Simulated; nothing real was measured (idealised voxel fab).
A process module follows: voxel air gaps.
For reference, the cross-section in this document is cut, with width 240 nm and square cells of 5 nm.
Heads up, the way a cross-section reads in here is a grid of square cells, handed over as bands from the top down, with every band being one or more rows of cells. Top, bottom (nm), then materials left to right with widths (nm); lone material tagged "throughout" fills the whole band edge to edge; "air" = empty space. The reference from which all heights are counted is 0, the level beneath which the as-received wafer is entirely one material; the lowest band, having no lower bound, proceeds downward and is written after the example "0..down". A width given as "30 to 40" starts at the first number in the band's top row and ends at the second number in its bottom row, shifting by an equal amount at every step from row to row. "nothing was modified" -> step changed no cross-section cell. Reported under the label "Closed cavity list" are the empty spaces having no open way to the top and comprising 8 cells or more; the notation for each is width x height at distance, in which the distance is measured from the left edge and all three values are in nm. Anything after a step's settings on that line? It's the simulator's own note about the step. overlay nm: step with mask; distance mask lay right of planned place; negative value = left of planned place.
-- This section lists the process steps that were planned
| 1 | RECEIVE, material Si |
| 2 | CONFORMAL_DEP, material SiO2, thk nm 15 |
| 3 | CONFORMAL_DEP, material SiCN, thk nm 5 |
| 4 | DIRECTIONAL_DEP, material SiO2, thk nm 40 |
| 5 | PATTERN, tone open, mask id LINES, material resist, width nm 15, pitch nm 40, thk nm 20, overlay nm 0 |
| 6 | DIRECTIONAL_ETCH, etch materials SiO2, depth nm 40 |
| 7 | STRIP, etch materials resist |
| 8 | CONFORMAL_DEP, material TiN, thk nm 5 |
| 9 | FILL_DEP, material Cu, thk nm 5 |
| 10 | CMP, height nm 60 |
| 11 | EPI, material Ru, thk nm 10 |
| 12 | SELECTIVE_ETCH, etch materials SiO2, depth nm 50 |
| 13 | CONFORMAL_DEP, material SiCN, thk nm 5 |
-- Below: the first of two wafers, run as planned
-- Received-state cross-section, reflecting completion of step 1
> 0..down: Si throughout
> Closed cavity list: none
-- Presented here is a cross-section of the wafer after step 2 has been performed
> 15..0: SiO2 throughout
> Below 0 it's all the same as before, nothing changed down there.
-- Presented here is a cross-section of the wafer after step 3 has been performed
> 20..15: SiCN throughout
> Below 15 it's all the same as before, nothing changed down there.
-- Presented here is a cross-section of the wafer after step 4 has been performed
> 60..20: SiO2 throughout
> Below 20 it's all the same as before, nothing changed down there.
-- Presented here is a cross-section of the wafer after step 5 has been performed
> 80..60: resist: 50; air: 15; resist: 25; air: 15; resist: 25; air: 15; resist: 25; air: 15; resist: 55
> Below 60 it's all the same as before, nothing changed down there.
-- Presented here is a cross-section of the wafer after step 6 has been performed
> 80..60: resist: 50; air: 15; resist: 25; air: 15; resist: 25; air: 15; resist: 25; air: 15; resist: 55
> 60..20: SiO2: 50; air: 15; SiO2: 25; air: 15; SiO2: 25; air: 15; SiO2: 25; air: 15; SiO2: 55
> Below 20 it's all the same as before, nothing changed down there.
-- Presented here is a cross-section of the wafer after step 7 has been performed
> 60..20: SiO2: 50; air: 15; SiO2: 25; air: 15; SiO2: 25; air: 15; SiO2: 25; air: 15; SiO2: 55
> Below 20 it's all the same as before, nothing changed down there.
-- Presented here is a cross-section of the wafer after step 8 has been performed
> 65..60: TiN: 55; air: 5; TiN: 35; air: 5; TiN: 35; air: 5; TiN: 35; air: 5; TiN: 60
> 60..25: SiO2: 50; TiN: 5; air: 5; TiN: 5; SiO2: 25; TiN: 5; air: 5; TiN: 5; SiO2: 25; TiN: 5; air: 5; TiN: 5; SiO2: 25; TiN: 5; air: 5; TiN: 5; SiO2: 55
> 25..20: SiO2: 50; TiN: 15; SiO2: 25; TiN: 15; SiO2: 25; TiN: 15; SiO2: 25; TiN: 15; SiO2: 55
> Below 20 it's all the same as before, nothing changed down there.
-- Presented here is a cross-section of the wafer after step 9 has been performed
> 70..65: Cu throughout
> 65..60: TiN: 55; Cu: 5; TiN: 35; Cu: 5; TiN: 35; Cu: 5; TiN: 35; Cu: 5; TiN: 60
> 60..25: SiO2: 50; TiN: 5; Cu: 5; TiN: 5; SiO2: 25; TiN: 5; Cu: 5; TiN: 5; SiO2: 25; TiN: 5; Cu: 5; TiN: 5; SiO2: 25; TiN: 5; Cu: 5; TiN: 5; SiO2: 55
> Below 25 it's all the same as before, nothing changed down there.
-- Presented here is a cross-section of the wafer after step 10 has been performed
> 60..25: SiO2: 50; TiN: 5; Cu: 5; TiN: 5; SiO2: 25; TiN: 5; Cu: 5; TiN: 5; SiO2: 25; TiN: 5; Cu: 5; TiN: 5; SiO2: 25; TiN: 5; Cu: 5; TiN: 5; SiO2: 55
> Below 25 it's all the same as before, nothing changed down there.
-- Presented here is a cross-section of the wafer after step 11 has been performed
> 70..60: air: 40; Ru: 35; air: 5; Ru: 35; air: 5; Ru: 35; air: 5; Ru: 35; air: 45
> Below 60 it's all the same as before, nothing changed down there.
-- Presented here is a cross-section of the wafer after step 12 has been performed
> 70..60: air: 40; Ru: 35; air: 5; Ru: 35; air: 5; Ru: 35; air: 5; Ru: 35; air: 45
> 60..25: air: 50; TiN: 5; Cu: 5; TiN: 5; air: 25; TiN: 5; Cu: 5; TiN: 5; air: 25; TiN: 5; Cu: 5; TiN: 5; air: 25; TiN: 5; Cu: 5; TiN: 5; air: 55
> 25..20: air: 50; TiN: 15; air: 25; TiN: 15; air: 25; TiN: 15; air: 25; TiN: 15; air: 55
> Below 20 it's all the same as before, nothing changed down there.
-- Presented here is a cross-section of the wafer after step 13 has been performed
> 75..70: air: 35; SiCN: 165; air: 40
> 70..60: air: 35; SiCN: 5; Ru: 35; SiCN: 5; Ru: 35; SiCN: 5; Ru: 35; SiCN: 5; Ru: 35; SiCN: 5; air: 40
> 60..55: air: 35; SiCN: 15; TiN: 5; Cu: 5; TiN: 5; SiCN: 25; TiN: 5; Cu: 5; TiN: 5; SiCN: 25; TiN: 5; Cu: 5; TiN: 5; SiCN: 25; TiN: 5; Cu: 5; TiN: 5; SiCN: 15; air: 40
> 55..25: air: 45; SiCN: 5; TiN: 5; Cu: 5; TiN: 5; SiCN: 5; air: 15; SiCN: 5; TiN: 5; Cu: 5; TiN: 5; SiCN: 5; air: 15; SiCN: 5; TiN: 5; Cu: 5; TiN: 5; SiCN: 5; air: 15; SiCN: 5; TiN: 5; Cu: 5; TiN: 5; SiCN: 5; air: 50
> 25..20: SiCN: 50; TiN: 15; SiCN: 25; TiN: 15; SiCN: 25; TiN: 15; SiCN: 25; TiN: 15; SiCN: 55
> Below 20 it's all the same as before, nothing changed down there.
> Closed cavity list: 15 x 30 at 70; 15 x 30 at 110; 15 x 30 at 150
-- Second Wafer (Identical Start and Plan, One Processing Error; Matches First Wafer Through Step 4)
-- Here is the second wafer in cross-section at the point where step 5 of the plan should have been done
> 80..60: resist: 50; air: 20; resist: 20; air: 20; resist: 20; air: 20; resist: 20; air: 20; resist: 50
> Below 60 it's all the same as before, nothing changed down there.
-- Here is the second wafer in cross-section at the point where step 6 of the plan should have been done
> 80..60: resist: 50; air: 20; resist: 20; air: 20; resist: 20; air: 20; resist: 20; air: 20; resist: 50
> 60..20: SiO2: 50; air: 20; SiO2: 20; air: 20; SiO2: 20; air: 20; SiO2: 20; air: 20; SiO2: 50
> Below 20 it's all the same as before, nothing changed down there.
-- Here is the second wafer in cross-section at the point where step 7 of the plan should have been done
> 60..20: SiO2: 50; air: 20; SiO2: 20; air: 20; SiO2: 20; air: 20; SiO2: 20; air: 20; SiO2: 50
> Below 20 it's all the same as before, nothing changed down there.
-- Here is the second wafer in cross-section at the point where step 8 of the plan should have been done
> 65..60: TiN: 55; air: 10; TiN: 30; air: 10; TiN: 30; air: 10; TiN: 30; air: 10; TiN: 55
> 60..25: SiO2: 50; TiN: 5; air: 10; TiN: 5; SiO2: 20; TiN: 5; air: 10; TiN: 5; SiO2: 20; TiN: 5; air: 10; TiN: 5; SiO2: 20; TiN: 5; air: 10; TiN: 5; SiO2: 50
> 25..20: SiO2: 50; TiN: 20; SiO2: 20; TiN: 20; SiO2: 20; TiN: 20; SiO2: 20; TiN: 20; SiO2: 50
> Below 20 it's all the same as before, nothing changed down there.
-- Here is the second wafer in cross-section at the point where step 9 of the plan should have been done
> 70..65: Cu throughout
> 65..60: TiN: 55; Cu: 10; TiN: 30; Cu: 10; TiN: 30; Cu: 10; TiN: 30; Cu: 10; TiN: 55
> 60..25: SiO2: 50; TiN: 5; Cu: 10; TiN: 5; SiO2: 20; TiN: 5; Cu: 10; TiN: 5; SiO2: 20; TiN: 5; Cu: 10; TiN: 5; SiO2: 20; TiN: 5; Cu: 10; TiN: 5; SiO2: 50
> Below 25 it's all the same as before, nothing changed down there.
-- Here is the second wafer in cross-section at the point where step 10 of the plan should have been done
> 60..25: SiO2: 50; TiN: 5; Cu: 10; TiN: 5; SiO2: 20; TiN: 5; Cu: 10; TiN: 5; SiO2: 20; TiN: 5; Cu: 10; TiN: 5; SiO2: 20; TiN: 5; Cu: 10; TiN: 5; SiO2: 50
> Below 25 it's all the same as before, nothing changed down there.
-- Here is the second wafer in cross-section at the point where step 11 of the plan should have been done
> 70..60: air: 40; Ru: 160; air: 40
> Below 60 it's all the same as before, nothing changed down there.
-- Here is the second wafer in cross-section at the point where step 12 of the plan should have been done
> 70..60: air: 40; Ru: 160; air: 40
> 60..25: air: 50; TiN: 5; Cu: 10; TiN: 5; SiO2: 20; TiN: 5; Cu: 10; TiN: 5; SiO2: 20; TiN: 5; Cu: 10; TiN: 5; SiO2: 20; TiN: 5; Cu: 10; TiN: 5; air: 50
> 25..20: air: 50; TiN: 20; SiO2: 20; TiN: 20; SiO2: 20; TiN: 20; SiO2: 20; TiN: 20; air: 50
> Below 20 it's all the same as before, nothing changed down there.
-- Here is the second wafer in cross-section at the point where step 13 of the plan should have been done
> 75..70: air: 35; SiCN: 170; air: 35
> 70..60: air: 35; SiCN: 5; Ru: 160; SiCN: 5; air: 35
> 60..55: air: 35; SiCN: 15; TiN: 5; Cu: 10; TiN: 5; SiO2: 20; TiN: 5; Cu: 10; TiN: 5; SiO2: 20; TiN: 5; Cu: 10; TiN: 5; SiO2: 20; TiN: 5; Cu: 10; TiN: 5; SiCN: 15; air: 35
> 55..25: air: 45; SiCN: 5; TiN: 5; Cu: 10; TiN: 5; SiO2: 20; TiN: 5; Cu: 10; TiN: 5; SiO2: 20; TiN: 5; Cu: 10; TiN: 5; SiO2: 20; TiN: 5; Cu: 10; TiN: 5; SiCN: 5; air: 45
> 25..20: SiCN: 50; TiN: 20; SiO2: 20; TiN: 20; SiO2: 20; TiN: 20; SiO2: 20; TiN: 20; SiCN: 50
> Below 20 it's all the same as before, nothing changed down there.
What was the processing mistake? contrary to plan, step 5 was performed as PATTERN, tone open, mask id LINES, material resist, width nm 20, pitch nm 40, thk nm 20, overlay nm 0
End of process, cell counts, second wafer against first, materials with more or fewer: Cu +28 | Ru +8 | SiCN -72 | SiO2 +96 | TiN +4
The first wafer finishes with 3 closed voids, while the second finishes with 0.
